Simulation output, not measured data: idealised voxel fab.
Title: Process Module voxel plated lines
The cross-section shown here is cut; it is 260 nm wide and divided into square cells measuring 5 nm on a side.
Reading order for cross-sections: top band down to bottom band. Underlying form: a grid of square cells. Band size: one or more rows of cells. Band: top height; bottom height; in nm. Then, left to right: material with width in nm, for each material. "all across": a single material spanning edge to edge. "blank": empty space. Zero point of the height axis is 0; under it, received wafer = one material. Lowest band: continues down indefinitely, "0 -> down". So if you see something like "30..40" for the width, read it as the top row of the band sitting at the first number and the bottom row at the second, with every row in between moving by the same amount as the last. Given "remained the same" for a step, no cell of the cross-section differs between before and after that step. What "Fully sealed cavities" gives you is every empty space of 8 cells or more that is cut off from the top. Each appears as width x height at distance, with the distance taken from the left edge and width, height and distance all in nm. What comes after the settings on a step's line is commentary from the simulator itself on that step. What "overlay nm" on a step's line means: if the step has a mask, that mask lay this far to the right of its planned place, or, when the value is negative, to the left.
[Listed below are the process steps as planned]
| 1 | RECEIVE | material Si |
| 2 | CONFORMAL_DEP | material Al2O3 | thk nm 10 |
| 3 | DIRECTIONAL_DEP | material TiN | thk nm 5 |
| 4 | PATTERN | tone open | mask id LINES | material resist | width nm 20 | pitch nm 40 | thk nm 35 | overlay nm 0 |
| 5 | EPI | material Ru | thk nm 10 |
| 6 | EPI | material Ru | thk nm 5 |
| 7 | EPI | material Ru | thk nm 10 |
| 8 | STRIP | etch materials resist |
| 9 | DIRECTIONAL_ETCH | etch materials TiN | depth nm 5 |
| 10 | CONFORMAL_DEP | material SiO2 | thk nm 10 |
[Cross-section of the wafer at receipt, which is the condition after step 1]
- 0 -> down: Si all across
- Fully sealed cavities: none
[Starting structure and process plan are as shown above, but one mistake was made in running the module; the wafer cross-section at the end of the module follows]
- 50 -> 40: 55 nm blank / 160 nm SiO2 / 45 nm blank
- 40 -> 20: 55 nm blank / 10 nm SiO2 / 20 nm Ru / 20 nm SiO2 / 20 nm Ru / 20 nm SiO2 / 20 nm Ru / 20 nm SiO2 / 20 nm Ru / 10 nm SiO2 / 45 nm blank
- 20 -> 15: 65 nm SiO2 / 20 nm Ru / 20 nm SiO2 / 20 nm Ru / 20 nm SiO2 / 20 nm Ru / 20 nm SiO2 / 20 nm Ru / 55 nm SiO2
- 15 -> 10: 65 nm SiO2 / 20 nm TiN / 20 nm SiO2 / 20 nm TiN / 20 nm SiO2 / 20 nm TiN / 20 nm SiO2 / 20 nm TiN / 55 nm SiO2
- 10 -> 0: Al2O3 all across
- 0 -> down: Si all across
- Fully sealed cavities: none
Against the plan, the run slipped here: it should be noted that step 4 was executed with settings other than those planned, the operation and settings actually applied being PATTERN | tone open | mask id LINES | material resist | width nm 20 | pitch nm 40 | thk nm 35 | overlay nm 5
